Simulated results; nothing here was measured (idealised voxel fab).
Process module, titled voxel self aligned contacts
FYI the section here is cut, 205 nm wide, cells are 5 nm squares.
Cross-section spec: square-cell grid; bands listed top down; each band is one or more rows.
This entry defines a band. It first specifies the height of the band's top and the height of its bottom in nm, and then specifies the band's materials from left to right, stating each material with its width in nm. The word "all across" identifies a single material that fills the band from edge to edge, while the word "empty" identifies empty space.
Zero point of the height axis is 0; under it, received wafer = one material. Lowest band: continues down indefinitely, "0 nm and below".
Width "30 to 40": first value at the band's top row of cells, second value at its bottom row, equal change from row to row.
What does "left unchanged" mean for a step? It means no cell of the cross-section changed in that step.
For the entry "Fully sealed cavities", the listed items are empty spaces with no open way to the top whose size is 8 cells or more; each item follows the pattern width x height at distance, where distance is from the left edge and all three are in nm.
Where a step's line continues beyond its settings, the continuation is a remark by the simulator itself on that step.
Each step line may optionally specify "overlay nm", which for a step with a mask gives the rightward distance between the mask's planned place and where it lay, a negative value indicating the leftward direction.

plan:
1) RECEIVE (material Si)
2) CONFORMAL_DEP (material SiO2; thk nm 5)
3) DIRECTIONAL_DEP (material polySi; thk nm 25)
4) DIRECTIONAL_DEP (material SiN; thk nm 20)
5) PATTERN (tone cover; mask id GATE; material resist; width nm 35; pitch nm 70; thk nm 15; overlay nm 0)
6) DIRECTIONAL_ETCH (etch materials SiN; depth nm 20)
7) DIRECTIONAL_ETCH (etch materials polySi; depth nm 25)
8) STRIP (etch materials resist)
9) CONFORMAL_DEP (material SiN; thk nm 5)
10) DIRECTIONAL_ETCH (etch materials SiN; depth nm 5)
11) FILL_DEP (material SiO2; thk nm 10)
12) CMP (height nm 55)
13) DIRECTIONAL_DEP (material aC; thk nm 10)
14) PATTERN (tone open; mask id CONTACT; material resist; width nm 55; pitch nm 70; thk nm 25; overlay nm 0)
15) DIRECTIONAL_ETCH (etch materials aC; depth nm 10)
16) STRIP (etch materials resist)
17) DIRECTIONAL_ETCH (etch materials SiO2; depth nm 55)
18) STRIP (etch materials aC)
19) CONFORMAL_DEP (material TiN; thk nm 5)
20) FILL_DEP (material Ru; thk nm 5)
21) CMP (height nm 55)
22) CONFORMAL_DEP (material SiN; thk nm 5)

The first wafer of two, processed as planned:

Wafer as received: cross-section following step 1:
0 nm and below  Si all across
Fully sealed cavities: none

Step 2 done - wafer cross-section:
5 nm to 0 nm  SiO2 all across
No changes below 0.

Step 3 done - wafer cross-section:
30 nm to 5 nm  polySi all across
No changes below 5.

Step 4 done - wafer cross-section:
50 nm to 30 nm  SiN all across
No changes below 30.

Step 5 done - wafer cross-section:
65 nm to 50 nm  empty 15 / resist 35 / empty 35 / resist 35 / empty 35 / resist 35 / empty 15
No changes below 50.

Step 6 done - wafer cross-section:
65 nm to 50 nm  empty 15 / resist 35 / empty 35 / resist 35 / empty 35 / resist 35 / empty 15
50 nm to 30 nm  empty 15 / SiN 35 / empty 35 / SiN 35 / empty 35 / SiN 35 / empty 15
No changes below 30.

Step 7 done - wafer cross-section:
65 nm to 50 nm  empty 15 / resist 35 / empty 35 / resist 35 / empty 35 / resist 35 / empty 15
50 nm to 30 nm  empty 15 / SiN 35 / empty 35 / SiN 35 / empty 35 / SiN 35 / empty 15
30 nm to 5 nm  empty 15 / polySi 35 / empty 35 / polySi 35 / empty 35 / polySi 35 / empty 15
No changes below 5.

Step 8 done - wafer cross-section:
50 nm to 30 nm  empty 15 / SiN 35 / empty 35 / SiN 35 / empty 35 / SiN 35 / empty 15
No changes below 30.

Step 9 done - wafer cross-section:
55 nm to 30 nm  empty 10 / SiN 45 / empty 25 / SiN 45 / empty 25 / SiN 45 / empty 10
30 nm to 10 nm  empty 10 / SiN 5 / polySi 35 / SiN 5 / empty 25 / SiN 5 / polySi 35 / SiN 5 / empty 25 / SiN 5 / polySi 35 / SiN 5 / empty 10
10 nm to 5 nm  SiN 15 / polySi 35 / SiN 35 / polySi 35 / SiN 35 / polySi 35 / SiN 15
No changes below 5.

Step 10 done - wafer cross-section:
50 nm to 30 nm  empty 10 / SiN 45 / empty 25 / SiN 45 / empty 25 / SiN 45 / empty 10
30 nm to 5 nm  empty 10 / SiN 5 / polySi 35 / SiN 5 / empty 25 / SiN 5 / polySi 35 / SiN 5 / empty 25 / SiN 5 / polySi 35 / SiN 5 / empty 10
No changes below 5.

Step 11 done - wafer cross-section:
60 nm to 50 nm  SiO2 all across
50 nm to 30 nm  SiO2 10 / SiN 45 / SiO2 25 / SiN 45 / SiO2 25 / SiN 45 / SiO2 10
30 nm to 5 nm  SiO2 10 / SiN 5 / polySi 35 / SiN 5 / SiO2 25 / SiN 5 / polySi 35 / SiN 5 / SiO2 25 / SiN 5 / polySi 35 / SiN 5 / SiO2 10
No changes below 5.

Step 12 done - wafer cross-section:
55 nm to 50 nm  SiO2 all across
No changes below 50.

Step 13 done - wafer cross-section:
65 nm to 55 nm  aC all across
No changes below 55.

Step 14 done - wafer cross-section:
90 nm to 65 nm  resist 40 / empty 55 / resist 15 / empty 55 / resist 40
No changes below 65.

Step 15 done - wafer cross-section:
80 nm to 65 nm  resist 40 / empty 55 / resist 15 / empty 55 / resist 40
65 nm to 55 nm  aC 40 / empty 55 / aC 15 / empty 55 / aC 40
No changes below 55.

Step 16 done - wafer cross-section:
65 nm to 55 nm  aC 40 / empty 55 / aC 15 / empty 55 / aC 40
No changes below 55.

Step 17 done - wafer cross-section:
65 nm to 55 nm  aC 40 / empty 55 / aC 15 / empty 55 / aC 40
55 nm to 50 nm  SiO2 40 / empty 55 / SiO2 15 / empty 55 / SiO2 40
50 nm to 30 nm  SiO2 10 / SiN 45 / empty 25 / SiN 45 / empty 25 / SiN 45 / SiO2 10
30 nm to 5 nm  SiO2 10 / SiN 5 / polySi 35 / SiN 5 / empty 25 / SiN 5 / polySi 35 / SiN 5 / empty 25 / SiN 5 / polySi 35 / SiN 5 / SiO2 10
5 nm to 0 nm  SiO2 55 / empty 25 / SiO2 45 / empty 25 / SiO2 55
No changes below 0.

Step 18 done - wafer cross-section:
55 nm to 50 nm  SiO2 40 / empty 55 / SiO2 15 / empty 55 / SiO2 40
No changes below 50.

Step 19 done - wafer cross-section:
60 nm to 55 nm  TiN 45 / empty 45 / TiN 25 / empty 45 / TiN 45
55 nm to 50 nm  SiO2 40 / TiN 20 / empty 15 / TiN 20 / SiO2 15 / TiN 20 / empty 15 / TiN 20 / SiO2 40
50 nm to 30 nm  SiO2 10 / SiN 45 / TiN 5 / empty 15 / TiN 5 / SiN 45 / TiN 5 / empty 15 / TiN 5 / SiN 45 / SiO2 10
30 nm to 5 nm  SiO2 10 / SiN 5 / polySi 35 / SiN 5 / TiN 5 / empty 15 / TiN 5 / SiN 5 / polySi 35 / SiN 5 / TiN 5 / empty 15 / TiN 5 / SiN 5 / polySi 35 / SiN 5 / SiO2 10
5 nm to 0 nm  SiO2 55 / TiN 25 / SiO2 45 / TiN 25 / SiO2 55
No changes below 0.

Step 20 done - wafer cross-section:
65 nm to 60 nm  Ru all across
60 nm to 55 nm  TiN 45 / Ru 45 / TiN 25 / Ru 45 / TiN 45
55 nm to 50 nm  SiO2 40 / TiN 20 / Ru 15 / TiN 20 / SiO2 15 / TiN 20 / Ru 15 / TiN 20 / SiO2 40
50 nm to 30 nm  SiO2 10 / SiN 45 / TiN 5 / Ru 15 / TiN 5 / SiN 45 / TiN 5 / Ru 15 / TiN 5 / SiN 45 / SiO2 10
30 nm to 5 nm  SiO2 10 / SiN 5 / polySi 35 / SiN 5 / TiN 5 / Ru 15 / TiN 5 / SiN 5 / polySi 35 / SiN 5 / TiN 5 / Ru 15 / TiN 5 / SiN 5 / polySi 35 / SiN 5 / SiO2 10
No changes below 5.

Step 21 done - wafer cross-section:
55 nm to 50 nm  SiO2 40 / TiN 20 / Ru 15 / TiN 20 / SiO2 15 / TiN 20 / Ru 15 / TiN 20 / SiO2 40
No changes below 50.

Step 22 done - wafer cross-section:
60 nm to 55 nm  SiN all across
No changes below 55.

The second wafer was prepared from the same starting point and under the same plan as the first; its processing contained one mistake, and it remains indistinguishable from the first wafer up to and including step 3:

Cross-section of the second wafer corresponding to the planned conclusion of step 4:
70 nm to 30 nm  SiN all across
No changes below 30.

Cross-section of the second wafer corresponding to the planned conclusion of step 5:
85 nm to 70 nm  empty 15 / resist 35 / empty 35 / resist 35 / empty 35 / resist 35 / empty 15
No changes below 70.

Cross-section of the second wafer corresponding to the planned conclusion of step 6:
85 nm to 70 nm  empty 15 / resist 35 / empty 35 / resist 35 / empty 35 / resist 35 / empty 15
70 nm to 50 nm  empty 15 / SiN 35 / empty 35 / SiN 35 / empty 35 / SiN 35 / empty 15
No changes below 50.

Cross-section of the second wafer corresponding to the planned conclusion of step 7: left unchanged

Cross-section of the second wafer corresponding to the planned conclusion of step 8:
70 nm to 50 nm  empty 15 / SiN 35 / empty 35 / SiN 35 / empty 35 / SiN 35 / empty 15
No changes below 50.

Cross-section of the second wafer corresponding to the planned conclusion of step 9:
75 nm to 55 nm  empty 10 / SiN 45 / empty 25 / SiN 45 / empty 25 / SiN 45 / empty 10
55 nm to 30 nm  SiN all across
No changes below 30.

Cross-section of the second wafer corresponding to the planned conclusion of step 10:
70 nm to 50 nm  empty 10 / SiN 45 / empty 25 / SiN 45 / empty 25 / SiN 45 / empty 10
No changes below 50.

Cross-section of the second wafer corresponding to the planned conclusion of step 11:
80 nm to 70 nm  SiO2 all across
70 nm to 50 nm  SiO2 10 / SiN 45 / SiO2 25 / SiN 45 / SiO2 25 / SiN 45 / SiO2 10
No changes below 50.

Cross-section of the second wafer corresponding to the planned conclusion of step 12:
55 nm to 50 nm  SiO2 10 / SiN 45 / SiO2 25 / SiN 45 / SiO2 25 / SiN 45 / SiO2 10
No changes below 50.

Cross-section of the second wafer corresponding to the planned conclusion of step 13:
65 nm to 55 nm  aC all across
No changes below 55.

Cross-section of the second wafer corresponding to the planned conclusion of step 14:
90 nm to 65 nm  resist 40 / empty 55 / resist 15 / empty 55 / resist 40
No changes below 65.

Cross-section of the second wafer corresponding to the planned conclusion of step 15:
80 nm to 65 nm  resist 40 / empty 55 / resist 15 / empty 55 / resist 40
65 nm to 55 nm  aC 40 / empty 55 / aC 15 / empty 55 / aC 40
No changes below 55.

Cross-section of the second wafer corresponding to the planned conclusion of step 16:
65 nm to 55 nm  aC 40 / empty 55 / aC 15 / empty 55 / aC 40
No changes below 55.

Cross-section of the second wafer corresponding to the planned conclusion of step 17:
65 nm to 55 nm  aC 40 / empty 55 / aC 15 / empty 55 / aC 40
55 nm to 50 nm  SiO2 10 / SiN 45 / empty 25 / SiN 45 / empty 25 / SiN 45 / SiO2 10
No changes below 50.

Cross-section of the second wafer corresponding to the planned conclusion of step 18:
55 nm to 50 nm  SiO2 10 / SiN 45 / empty 25 / SiN 45 / empty 25 / SiN 45 / SiO2 10
No changes below 50.

Cross-section of the second wafer corresponding to the planned conclusion of step 19:
60 nm to 55 nm  TiN 60 / empty 15 / TiN 55 / empty 15 / TiN 60
55 nm to 50 nm  SiO2 10 / SiN 45 / TiN 25 / SiN 45 / TiN 25 / SiN 45 / SiO2 10
No changes below 50.

Cross-section of the second wafer corresponding to the planned conclusion of step 20:
65 nm to 60 nm  Ru all across
60 nm to 55 nm  TiN 60 / Ru 15 / TiN 55 / Ru 15 / TiN 60
No changes below 55.

Cross-section of the second wafer corresponding to the planned conclusion of step 21:
55 nm to 50 nm  SiO2 10 / SiN 45 / TiN 25 / SiN 45 / TiN 25 / SiN 45 / SiO2 10
No changes below 50.

Cross-section of the second wafer corresponding to the planned conclusion of step 22:
60 nm to 55 nm  SiN all across
No changes below 55.
Short version of what went wrong: step 4 was run twice
The second wafer ends with more or fewer cells of some materials than the first, per final count: -60 Ru, +53 SiN, -41 SiO2, -52 TiN, +100 polySi
